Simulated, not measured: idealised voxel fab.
The process module that follows is named voxel double patterning.
Each square cell in cross-section cut measures 5 nm, and the section as a whole is 255 nm wide.
Reading order for cross-sections: top band down to bottom band. Underlying form: a grid of square cells. Band size: one or more rows of cells. For a band, the entry starts with two heights in nm, that of the top and then that of the bottom, and carries on with the band's materials in order from left to right, each alongside its width in nm; the word "throughout" beside a single material means it fills the band edge to edge, and "empty" means empty space. Heights are measured from 0, the level below which the as-received wafer is all one material; the lowest band has no bottom and continues downward, written as in "0..down". Top row gets the first number, bottom row gets the second, and each row in between changes by the same step: that is how a band width like "30..40" works. You'll sometimes find "nothing changed" written for a step, and that's the way of saying that nowhere in the cross-section did a cell change during that step. "Fully enclosed voids" lists enclosed empty spaces (at least 8 cells, no open path upward to the top), each as width x height at distance from the left edge, in nm. The remark found on a step's line after its settings is issued by the simulator itself and pertains to that step. "overlay nm" denotes, for a step that has a mask, the displacement of the mask to the right of its planned place, with negative values corresponding to the left.

Below is the list of planned process steps:
1,op RECEIVE | material Si
2,op CONFORMAL_DEP | material SiO2 | thk nm 10
3,op DIRECTIONAL_DEP | material W | thk nm 15
4,op DIRECTIONAL_DEP | material SiCN | thk nm 5
5,op DIRECTIONAL_DEP | material aC | thk nm 15
6,op PATTERN | tone open | mask id FIRST | material resist | width nm 15 | pitch nm 50 | thk nm 30 | overlay nm 0
7,op DIRECTIONAL_ETCH | etch materials aC | depth nm 15
8,op STRIP | etch materials resist
9,op DIRECTIONAL_ETCH | etch materials SiCN | depth nm 5
10,op STRIP | etch materials aC
11,op PATTERN | tone open | mask id SECOND | material resist | width nm 15 | pitch nm 50 | thk nm 15 | overlay nm 0
12,op DIRECTIONAL_ETCH | etch materials SiCN | depth nm 5
13,op STRIP | etch materials resist
14,op DIRECTIONAL_ETCH | etch materials W | depth nm 15
15,op STRIP | etch materials SiCN

Here's what the wafer looked like in cross-section when it arrived - that's after step 1:
0..down = Si throughout
Fully enclosed voids: none

Here's the wafer cut in cross-section after the module, started and planned just like above, except one thing was done wrong in the run:
25..10 = W=70, empty=15, W=10, empty=15, W=10, empty=15, W=10, empty=15, W=10, empty=15, W=70
10..0 = W throughout
0..down = Si throughout
Fully enclosed voids: none
Misprocessing identified: heads up, step 2 didn't go per plan, it actually ran as op CONFORMAL_DEP | material W | thk nm 10
